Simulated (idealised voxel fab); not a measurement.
process module | voxel wiring stack
cross-section cut | 155 nm wide | cells 5 nm
A cross-section is a grid of square cells, given in bands from the top down. A band is one or more rows of cells.
Each band's line starts with the height of the band's top and of its bottom, in nm. Then come its materials from left to right, each with its width in nm. One material with "throughout" fills the band from edge to edge. "air" is empty space.
Height 0 is the level under which the wafer as received is all one material. The lowest band goes on downwards, as in "0 down".
A width such as "30 to 40" changes by the same amount from each row of cells to the next, from the band's top row to its bottom row.
"no change" after a step means that no cell of the cross-section changed.
closed voids: empty space of 8 cells or more with no open way to the top, each as width x height at its distance from the left edge, in nm
after a step's settings: what the simulator itself notes on the step
overlay nm, on a step with a mask: how far to the right of its planned place the mask lay; to the left if negative
plan
1 op RECEIVE | material Si
2 op CONFORMAL_DEP | material SiO2 | thk nm 10
3 op DIRECTIONAL_DEP | material TiN | thk nm 5
4 op DIRECTIONAL_DEP | material Ru | thk nm 25
5 op DIRECTIONAL_DEP | material aC | thk nm 15
6 op PATTERN | tone cover | mask id METAL_1 | material resist | width nm 20 | pitch nm 50 | thk nm 35 | overlay nm 0
7 op DIRECTIONAL_ETCH | etch materials aC | depth nm 15
8 op STRIP | etch materials resist
9 op DIRECTIONAL_ETCH | etch materials Ru | depth nm 25
10 op DIRECTIONAL_ETCH | etch materials TiN | depth nm 5
11 op STRIP | etch materials aC
12 op CONFORMAL_DEP | material SiCN | thk nm 5
13 op FILL_DEP | material SiO2 | thk nm 10
14 op CMP | height nm 40
15 op CONFORMAL_DEP | material SiCN | thk nm 5
16 op DIRECTIONAL_DEP | material SiO2 | thk nm 30
17 op MASKED_ETCH | tone open | mask id METAL_2 | width nm 20 | pitch nm 50 | etch materials SiO2 | depth nm 20 | overlay nm 0
18 op PATTERN | tone open | mask id METAL_2_HOLES | material resist | width nm 15 | pitch nm 100 | thk nm 20 | overlay nm 0
19 op DIRECTIONAL_ETCH | etch materials SiO2 | depth nm 10
20 op DIRECTIONAL_ETCH | etch materials SiCN | depth nm 5
21 op STRIP | etch materials resist
22 op CONFORMAL_DEP | material TiN | thk nm 5
23 op FILL_DEP | material Cu | thk nm 10
24 op CMP | height nm 75
25 op CONFORMAL_DEP | material SiCN | thk nm 5
first wafer, as planned
as received, after step 1
  0 down: Si throughout
  closed voids: none
after step 2
  10 to 0: SiO2 throughout
  below 0: unchanged
after step 3
  15 to 10: TiN throughout
  below 10: unchanged
after step 4
  40 to 15: Ru throughout
  below 15: unchanged
after step 5
  55 to 40: aC throughout
  below 40: unchanged
after step 6
  90 to 55: air 15 | resist 20 | air 30 | resist 20 | air 30 | resist 20 | air 20
  below 55: unchanged
after step 7
  75 to 55: air 15 | resist 20 | air 30 | resist 20 | air 30 | resist 20 | air 20
  55 to 40: air 15 | aC 20 | air 30 | aC 20 | air 30 | aC 20 | air 20
  below 40: unchanged
after step 8
  55 to 40: air 15 | aC 20 | air 30 | aC 20 | air 30 | aC 20 | air 20
  below 40: unchanged
after step 9
  55 to 40: air 15 | aC 20 | air 30 | aC 20 | air 30 | aC 20 | air 20
  40 to 15: air 15 | Ru 20 | air 30 | Ru 20 | air 30 | Ru 20 | air 20
  below 15: unchanged
after step 10
  55 to 40: air 15 | aC 20 | air 30 | aC 20 | air 30 | aC 20 | air 20
  40 to 15: air 15 | Ru 20 | air 30 | Ru 20 | air 30 | Ru 20 | air 20
  15 to 10: air 15 | TiN 20 | air 30 | TiN 20 | air 30 | TiN 20 | air 20
  below 10: unchanged
after step 11
  40 to 15: air 15 | Ru 20 | air 30 | Ru 20 | air 30 | Ru 20 | air 20
  below 15: unchanged
after step 12
  45 to 40: air 10 | SiCN 30 | air 20 | SiCN 30 | air 20 | SiCN 30 | air 15
  40 to 15: air 10 | SiCN 5 | Ru 20 | SiCN 5 | air 20 | SiCN 5 | Ru 20 | SiCN 5 | air 20 | SiCN 5 | Ru 20 | SiCN 5 | air 15
  15 to 10: SiCN 15 | TiN 20 | SiCN 30 | TiN 20 | SiCN 30 | TiN 20 | SiCN 20
  below 10: unchanged
after step 13
  55 to 45: SiO2 throughout
  45 to 40: SiO2 10 | SiCN 30 | SiO2 20 | SiCN 30 | SiO2 20 | SiCN 30 | SiO2 15
  40 to 15: SiO2 10 | SiCN 5 | Ru 20 | SiCN 5 | SiO2 20 | SiCN 5 | Ru 20 | SiCN 5 | SiO2 20 | SiCN 5 | Ru 20 | SiCN 5 | SiO2 15
  below 15: unchanged
after step 14
  40 to 15: SiO2 10 | SiCN 5 | Ru 20 | SiCN 5 | SiO2 20 | SiCN 5 | Ru 20 | SiCN 5 | SiO2 20 | SiCN 5 | Ru 20 | SiCN 5 | SiO2 15
  below 15: unchanged
after step 15
  45 to 40: SiCN throughout
  below 40: unchanged
after step 16
  75 to 45: SiO2 throughout
  below 45: unchanged
after step 17
  75 to 55: SiO2 15 | air 20 | SiO2 30 | air 20 | SiO2 30 | air 20 | SiO2 20
  below 55: unchanged
after step 18
  95 to 75: resist 15 | air 15 | resist 85 | air 15 | resist 25
  75 to 55: SiO2 15 | air 15 | resist 5 | SiO2 30 | resist 20 | SiO2 30 | air 15 | resist 5 | SiO2 20
  below 55: unchanged
after step 19
  95 to 75: resist 15 | air 15 | resist 85 | air 15 | resist 25
  75 to 55: SiO2 15 | air 15 | resist 5 | SiO2 30 | resist 20 | SiO2 30 | air 15 | resist 5 | SiO2 20
  55 to 45: SiO2 15 | air 15 | SiO2 85 | air 15 | SiO2 25
  below 45: unchanged
after step 20
  95 to 75: resist 15 | air 15 | resist 85 | air 15 | resist 25
  75 to 55: SiO2 15 | air 15 | resist 5 | SiO2 30 | resist 20 | SiO2 30 | air 15 | resist 5 | SiO2 20
  55 to 45: SiO2 15 | air 15 | SiO2 85 | air 15 | SiO2 25
  45 to 40: SiCN 15 | air 15 | SiCN 85 | air 15 | SiCN 25
  below 40: unchanged
after step 21
  75 to 55: SiO2 15 | air 20 | SiO2 30 | air 20 | SiO2 30 | air 20 | SiO2 20
  below 55: unchanged
after step 22
  80 to 75: TiN 20 | air 10 | TiN 40 | air 10 | TiN 40 | air 10 | TiN 25
  75 to 60: SiO2 15 | TiN 5 | air 10 | TiN 5 | SiO2 30 | TiN 5 | air 10 | TiN 5 | SiO2 30 | TiN 5 | air 10 | TiN 5 | SiO2 20
  60 to 55: SiO2 15 | TiN 5 | air 5 | TiN 10 | SiO2 30 | TiN 20 | SiO2 30 | TiN 5 | air 5 | TiN 10 | SiO2 20
  55 to 45: SiO2 15 | TiN 5 | air 5 | TiN 5 | SiO2 85 | TiN 5 | air 5 | TiN 5 | SiO2 25
  45 to 40: SiCN 15 | TiN 15 | SiCN 85 | TiN 15 | SiCN 25
  below 40: unchanged
after step 23
  90 to 80: Cu throughout
  80 to 75: TiN 20 | Cu 10 | TiN 40 | Cu 10 | TiN 40 | Cu 10 | TiN 25
  75 to 60: SiO2 15 | TiN 5 | Cu 10 | TiN 5 | SiO2 30 | TiN 5 | Cu 10 | TiN 5 | SiO2 30 | TiN 5 | Cu 10 | TiN 5 | SiO2 20
  60 to 55: SiO2 15 | TiN 5 | Cu 5 | TiN 10 | SiO2 30 | TiN 20 | SiO2 30 | TiN 5 | Cu 5 | TiN 10 | SiO2 20
  55 to 45: SiO2 15 | TiN 5 | Cu 5 | TiN 5 | SiO2 85 | TiN 5 | Cu 5 | TiN 5 | SiO2 25
  below 45: unchanged
after step 24
  75 to 60: SiO2 15 | TiN 5 | Cu 10 | TiN 5 | SiO2 30 | TiN 5 | Cu 10 | TiN 5 | SiO2 30 | TiN 5 | Cu 10 | TiN 5 | SiO2 20
  below 60: unchanged
after step 25
  80 to 75: SiCN throughout
  below 75: unchanged
second wafer: like start, like plan, one mistake. Through step 17 it matches the first wafer
when step 18 should have ended: no change
when step 19 should have ended
  65 to 45: SiO2 15 | air 20 | SiO2 30 | air 20 | SiO2 30 | air 20 | SiO2 20
  below 45: unchanged
when step 20 should have ended
  65 to 45: SiO2 15 | air 20 | SiO2 30 | air 20 | SiO2 30 | air 20 | SiO2 20
  45 to 40: SiCN 15 | air 20 | SiCN 30 | air 20 | SiCN 30 | air 20 | SiCN 20
  below 40: unchanged
when step 21 should have ended: no change
when step 22 should have ended
  70 to 65: TiN 20 | air 10 | TiN 40 | air 10 | TiN 40 | air 10 | TiN 25
  65 to 45: SiO2 15 | TiN 5 | air 10 | TiN 5 | SiO2 30 | TiN 5 | air 10 | TiN 5 | SiO2 30 | TiN 5 | air 10 | TiN 5 | SiO2 20
  45 to 40: SiCN 15 | TiN 20 | SiCN 30 | TiN 20 | SiCN 30 | TiN 20 | SiCN 20
  below 40: unchanged
when step 23 should have ended
  80 to 70: Cu throughout
  70 to 65: TiN 20 | Cu 10 | TiN 40 | Cu 10 | TiN 40 | Cu 10 | TiN 25
  65 to 45: SiO2 15 | TiN 5 | Cu 10 | TiN 5 | SiO2 30 | TiN 5 | Cu 10 | TiN 5 | SiO2 30 | TiN 5 | Cu 10 | TiN 5 | SiO2 20
  below 45: unchanged
when step 24 should have ended
  75 to 70: Cu throughout
  below 70: unchanged
when step 25 should have ended
  80 to 75: SiCN throughout
  below 75: unchanged
what went wrong: step 18 was left out
at the end the second wafer has, in cells: 37 more of Cu | 6 fewer of SiCN | 50 fewer of SiO2 | 19 more of TiN
